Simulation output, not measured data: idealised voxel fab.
process module | voxel self aligned vias
cross-section cut | 260 nm wide | cells 5 nm
A cross-section is a grid of square cells, given in bands from the top down. A band is one or more rows of cells.
Each band's line starts with the height of the band's top and of its bottom, in nm. Then come its materials from left to right, each with its width in nm. One material with "throughout" fills the band from edge to edge. "air" is empty space.
Height 0 is the level under which the wafer as received is all one material. The lowest band goes on downwards, as in "0 down".
A width such as "30 to 40" changes by the same amount from each row of cells to the next, from the band's top row to its bottom row.
"no change" after a step means that no cell of the cross-section changed.
closed voids: empty space of 8 cells or more with no open way to the top, each as width x height at its distance from the left edge, in nm
after a step's settings: what the simulator itself notes on the step
overlay nm, on a step with a mask: how far to the right of its planned place the mask lay; to the left if negative
plan
1 op RECEIVE | material Si
2 op CONFORMAL_DEP | material SiO2 | thk nm 10
3 op CONFORMAL_DEP | material SiCN | thk nm 5
4 op DIRECTIONAL_DEP | material lowk | thk nm 30
5 op MASKED_ETCH | tone open | mask id LINES | width nm 25 | pitch nm 60 | etch materials lowk | depth nm 30 | overlay nm 0
6 op CONFORMAL_DEP | material TiN | thk nm 5
7 op FILL_DEP | material Ru | thk nm 10
8 op CMP | height nm 45
9 op SELECTIVE_ETCH | etch materials W Ru TiN | depth nm 5
10 op FILL_DEP | material SiN | thk nm 5
11 op CMP | height nm 45
12 op DIRECTIONAL_DEP | material lowk | thk nm 15
13 op PATTERN | tone open | mask id VIAS | material resist | width nm 25 | pitch nm 60 | thk nm 15 | overlay nm 0
14 op DIRECTIONAL_ETCH | etch materials lowk | depth nm 15
15 op DIRECTIONAL_ETCH | etch materials SiN | depth nm 5
16 op STRIP | etch materials resist
17 op CONFORMAL_DEP | material TiN | thk nm 5
18 op FILL_DEP | material Cu | thk nm 10
19 op CMP | height nm 60
20 op CONFORMAL_DEP | material SiCN | thk nm 5
varied across the wafers: width nm of step 13. The plan shows the first wafer's value. All wafers start alike
first wafer as received, after step 1
  0 down: Si throughout
  closed voids: none
first wafer at the end, after step 20
  65 to 60: SiCN throughout
  60 to 45: lowk 55 | TiN 5 | Cu 15 | TiN 5 | lowk 35 | TiN 5 | Cu 15 | TiN 5 | lowk 35 | TiN 5 | Cu 15 | TiN 5 | lowk 60
  45 to 40: lowk 55 | TiN 25 | lowk 35 | TiN 25 | lowk 35 | TiN 25 | lowk 60
  40 to 20: lowk 55 | TiN 5 | Ru 15 | TiN 5 | lowk 35 | TiN 5 | Ru 15 | TiN 5 | lowk 35 | TiN 5 | Ru 15 | TiN 5 | lowk 60
  20 to 15: lowk 55 | TiN 25 | lowk 35 | TiN 25 | lowk 35 | TiN 25 | lowk 60
  15 to 10: SiCN throughout
  10 to 0: SiO2 throughout
  0 down: Si throughout
  closed voids: none
last wafer at the end
  65 to 60: SiCN throughout
  60 to 50: lowk 45 | TiN 5 | Cu 35 | TiN 5 | lowk 15 | TiN 5 | Cu 35 | TiN 5 | lowk 15 | TiN 5 | Cu 35 | TiN 5 | lowk 50
  50 to 45: lowk 45 | TiN 15 | Cu 15 | TiN 15 | lowk 15 | TiN 15 | Cu 15 | TiN 15 | lowk 15 | TiN 15 | Cu 15 | TiN 15 | lowk 50
  45 to 40: lowk 55 | TiN 25 | lowk 35 | TiN 25 | lowk 35 | TiN 25 | lowk 60
  40 to 20: lowk 55 | TiN 5 | Ru 15 | TiN 5 | lowk 35 | TiN 5 | Ru 15 | TiN 5 | lowk 35 | TiN 5 | Ru 15 | TiN 5 | lowk 60
  20 to 15: lowk 55 | TiN 25 | lowk 35 | TiN 25 | lowk 35 | TiN 25 | lowk 60
  15 to 10: SiCN throughout
  10 to 0: SiO2 throughout
  0 down: Si throughout
  closed voids: none
each wafer at the end: cells of each material gained (+) or lost (-) since it was received, then its closed voids
width nm 25 | +27 Cu | +36 Ru | +104 SiCN | +104 SiO2 | +72 TiN | +333 lowk | closed voids: none
width nm 30 | +33 Cu | +36 Ru | +104 SiCN | +104 SiO2 | +75 TiN | +324 lowk | closed voids: none
width nm 35 | +39 Cu | +36 Ru | +104 SiCN | +104 SiO2 | +78 TiN | +315 lowk | closed voids: none
width nm 40 | +45 Cu | +36 Ru | +104 SiCN | +104 SiO2 | +81 TiN | +306 lowk | closed voids: none
width nm 45 | +51 Cu | +36 Ru | +104 SiCN | +104 SiO2 | +84 TiN | +297 lowk | closed voids: none
